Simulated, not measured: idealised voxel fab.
The following process module bears the name voxel double patterning.
In the cross-section labelled cut, the width is 200 nm and each square cell is 5 nm.
A cross-section is written here as square cells arranged in a grid, and it is given in bands from the top down, each band taking up one or more rows of cells.
Band: top and bottom heights (nm) first, top before bottom; then materials from left to right, widths in nm. "full width" marks a sole material filling the band edge to edge. "air" denotes empty space.
All heights in this document are referenced to 0, defined as the level beneath which the wafer, as received, consists entirely of one material. The lowest band is not bounded below; it extends indefinitely downward and is written in the form "top 0, no bottom".
A two-number width, for instance "30->40", indicates that the width is equal to the first number in the top row of the band and to the second number in the bottom row, and that it changes by a constant amount per row of cells.
"changes: none" -> step changed no cross-section cell.
Closed empty spaces (no open way to the top) of 8 cells or more are what "Unvented internal voids" lists, each as width x height at distance from the left edge, nm for all three.
Past the settings on a step's line: simulator remark, on that step.
A step line may carry the setting "overlay nm", which, for steps involving a mask, states the distance by which the mask lay to the right of its intended position; negative values denote displacement to the left.
INTENDED PROCESS STEPS
1) RECEIVE, material Si
2) CONFORMAL_DEP, material SiO2, thk nm 10
3) DIRECTIONAL_DEP, material polySi, thk nm 20
4) DIRECTIONAL_DEP, material SiN, thk nm 5
5) MASKED_ETCH, tone open, mask id FIRST, width nm 15, pitch nm 50, etch materials SiN, depth nm 5, overlay nm 0
6) PATTERN, tone open, mask id SECOND, material resist, width nm 15, pitch nm 50, thk nm 15, overlay nm 0
7) DIRECTIONAL_ETCH, etch materials SiN, depth nm 5
8) STRIP, etch materials resist
9) DIRECTIONAL_ETCH, etch materials polySi, depth nm 20
10) STRIP, etch materials SiN
CROSS-SECTIONAL VIEW OF THE WAFER IN ITS AS-RECEIVED CONDITION, CORRESPONDING TO THE STATE AFTER STEP 1
- top 0, no bottom  Si full width
- Unvented internal voids: none
FINAL WAFER PROFILE IN CROSS-SECTION AFTER THE MODULE, FROM THE SAME START AND PLAN AS ABOVE, WITH ONE MISTAKE MADE DURING PROCESSING
- top 20, bottom 0  polySi: 40 / air: 15 / polySi: 10 / air: 15 / polySi: 10 / air: 15 / polySi: 10 / air: 15 / polySi: 10 / air: 15 / polySi: 45
- top 0, no bottom  Si full width
- Unvented internal voids: none
Processing error: step 2 of the plan never got run, it was skipped over
